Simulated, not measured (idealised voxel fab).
process module | voxel released beams
cross-section cut | 280 nm wide | cells 5 nm
A cross-section is a grid of square cells, given in bands from the top down. A band is one or more rows of cells.
Each band's line starts with the height of the band's top and of its bottom, in nm. Then come its materials from left to right, each with its width in nm. One material with "throughout" fills the band from edge to edge. "air" is empty space.
Height 0 is the level under which the wafer as received is all one material. The lowest band goes on downwards, as in "0 down".
A width such as "30 to 40" changes by the same amount from each row of cells to the next, from the band's top row to its bottom row.
"no change" after a step means that no cell of the cross-section changed.
closed voids: empty space of 8 cells or more with no open way to the top, each as width x height at its distance from the left edge, in nm
after a step's settings: what the simulator itself notes on the step
overlay nm, on a step with a mask: how far to the right of its planned place the mask lay; to the left if negative
plan
1 op RECEIVE | material Si
2 op CONFORMAL_DEP | material Al2O3 | thk nm 10
3 op DIRECTIONAL_DEP | material SiO2 | thk nm 15
4 op PATTERN | tone open | mask id ANCHOR | material resist | width nm 30 | thk nm 15 | overlay nm 0
5 op DIRECTIONAL_ETCH | etch materials SiO2 | depth nm 15
6 op STRIP | etch materials resist
7 op CONFORMAL_DEP | material SiN | thk nm 10
8 op PATTERN | tone cover | mask id BEAM | material resist | width nm 75 | thk nm 15 | overlay nm 0
9 op DIRECTIONAL_ETCH | etch materials SiN | depth nm 10
10 op STRIP | etch materials resist
11 op STRIP | etch materials SiO2
as received, after step 1
  0 down: Si throughout
  closed voids: none
first wafer at the end, as planned
  35 to 25: air 100 | SiN 15 | air 10 | SiN 50 | air 105
  25 to 20: air 105 | SiN 10 | air 10 | SiN 10 | air 145
  20 to 10: air 105 | SiN 30 | air 145
  10 to 0: Al2O3 throughout
  0 down: Si throughout
  closed voids: none
second wafer at the end: like start, like plan, one mistake
  35 to 25: air 90 | SiN 25 | air 10 | SiN 40 | air 115
  25 to 20: air 105 | SiN 10 | air 10 | SiN 10 | air 145
  20 to 10: air 105 | SiN 30 | air 145
  10 to 0: Al2O3 throughout
  0 down: Si throughout
  closed voids: none
what went wrong: step 8 ran as: op PATTERN | tone cover | mask id BEAM | material resist | width nm 75 | thk nm 15 | overlay nm -10
at the end the second wafer has, in cells: as many of each material as the first, in other places
